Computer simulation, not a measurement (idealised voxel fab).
Herein follows the process module entitled voxel quadruple lines.
Displayed cross-section: cut, width of 220 nm, square cells sized 5 nm.
Cross-section, as written here: a square-cell grid given band by band from the top down, where a band holds one or more rows of cells. Heights first: top, then bottom, in nm. Then materials, left to right, each with a width in nm. "edge to edge" on a single material: fills the band edge to edge. "blank": empty space. We count height from 0. Below that, the starting wafer is all one material. The lowest band never ends at the bottom but goes on down; see "top 0, no bottom" for how that is written. Width spec "30 to 40" -> top row of cells at first value, bottom row at second value, equal per-row change in between. Step note "all unchanged" = no cross-section cell changed. What "Sealed void list" gives you is every empty space of 8 cells or more that is cut off from the top. Each appears as width x height at distance, with the distance taken from the left edge and width, height and distance all in nm. Heads up: the bit after the settings on a step's line is the simulator's remark on that step. overlay nm: how far to the right of its planned place the mask lay on this masked step (negative: to the left).

# Here's what the planned process steps look like
1: RECEIVE with material Si
2: CONFORMAL_DEP with material SiO2, thk nm 5
3: DIRECTIONAL_DEP with material W, thk nm 15
4: DIRECTIONAL_DEP with material polySi, thk nm 20
5: DIRECTIONAL_DEP with material aC, thk nm 20
6: PATTERN with tone cover, mask id MANDREL, material resist, width nm 25, thk nm 30, overlay nm 0
7: DIRECTIONAL_ETCH with etch materials aC, depth nm 20
8: STRIP with etch materials resist
9: CONFORMAL_DEP with material SiO2, thk nm 15
10: DIRECTIONAL_ETCH with etch materials SiO2, depth nm 15
11: STRIP with etch materials aC
12: DIRECTIONAL_ETCH with etch materials polySi, depth nm 20
13: STRIP with etch materials SiO2
14: CONFORMAL_DEP with material SiCN, thk nm 5
15: DIRECTIONAL_ETCH with etch materials SiCN, depth nm 5
16: STRIP with etch materials polySi
17: DIRECTIONAL_ETCH with etch materials W, depth nm 15
18: STRIP with etch materials SiCN
19: FILL_DEP with material lowk, thk nm 10
20: CMP with height nm 20

# Incoming wafer in cross-section (state: after step 1)
  top 0, no bottom: Si edge to edge
  Sealed void list: none

# Post-module cross-section of the first of two wafers (run per plan)
  top 20, bottom 5: 75 lowk, 5 W, 15 lowk, 5 W, 15 lowk, 5 W, 15 lowk, 5 W, 80 lowk
  top 5, bottom 0: SiO2 edge to edge
  top 0, no bottom: Si edge to edge
  Sealed void list: none

# End-of-module cross-section of the second wafer: identical starting point and process plan to the first, with one processing mistake
  top 20, bottom 5: 80 lowk, 5 W, 15 lowk, 5 W, 15 lowk, 5 W, 15 lowk, 5 W, 75 lowk
  top 5, bottom 0: SiO2 edge to edge
  top 0, no bottom: Si edge to edge
  Sealed void list: none
Want to know what went wrong? rather than as planned, step 6 actually ran as PATTERN with tone cover, mask id MANDREL, material resist, width nm 25, thk nm 30, overlay nm 5
at the end the second wafer has, in cells: as many of each material as the first, in other places
